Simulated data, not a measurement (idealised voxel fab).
The process module presented herein is designated voxel plated lines.
Shown is cross-section cut, with a width of 140 nm and square cells of size 5 nm.
Throughout this document, each cross-section is represented as a grid of square cells and is presented as a sequence of bands enumerated from the top downward, where a band comprises one or more rows of cells. Look at the band entry: it leads with the top's height and the bottom's height in nm. Then it lists the materials left to right, with a width in nm for each. The word "throughout" on a single material says that material fills the band edge to edge. The word "blank" is empty space. Height reference: 0 = level under which incoming wafer is all one material. Lowest band: no bottom, runs on downward, e.g. "0 -> down". Think of "30..40" as a width that walks from the first number to the second as you go down the band, top row to bottom row, taking equal-sized steps from row to row. Step marked "all unchanged"? Then no cell in the cross-section changed in it. The entry "Closed cavities" lists the empty spaces that cover at least 8 cells and have no open path to the top. Each is written as width x height at distance, where the distance is measured from the left edge and all three values are in nm. Anything after a step's settings on that line? It's the simulator's own note about the step. If you see "overlay nm" on a step's line and that step has a mask, it's telling you how far right of where it was planned the mask ended up; a negative number means it went left instead.
PLAN
1: RECEIVE,material Si
2: CONFORMAL_DEP,material Al2O3,thk nm 5
3: DIRECTIONAL_DEP,material TiN,thk nm 5
4: PATTERN,tone open,mask id LINES,material resist,width nm 20,pitch nm 35,thk nm 15,overlay nm 0
5: EPI,material Ru,thk nm 5
6: STRIP,etch materials resist
7: DIRECTIONAL_ETCH,etch materials TiN,depth nm 5
8: CONFORMAL_DEP,material SiCN,thk nm 10
CROSS-SECTION OF THE WAFER UPON ARRIVAL, REPRESENTING THE STATE REACHED AFTER STEP 1
  0 -> down  Si throughout
  Closed cavities: none
WAFER AT MODULE END, IN SECTION. BEGAN AS ABOVE, PLANNED AS ABOVE, RUN WITH ONE MISTAKE
  35 -> 25  15 nm blank | 110 nm SiCN | 15 nm blank
  25 -> 20  25 nm SiCN | 20 nm Ru | 15 nm SiCN | 20 nm Ru | 15 nm SiCN | 20 nm Ru | 25 nm SiCN
  20 -> 15  25 nm SiCN | 20 nm TiN | 15 nm SiCN | 20 nm TiN | 15 nm SiCN | 20 nm TiN | 25 nm SiCN
  15 -> 0  Al2O3 throughout
  0 -> down  Si throughout
  Closed cavities: none
What went wrong in running the wafer? the process deviated at step 2: the operation and settings actually run there were CONFORMAL_DEP,material Al2O3,thk nm 15
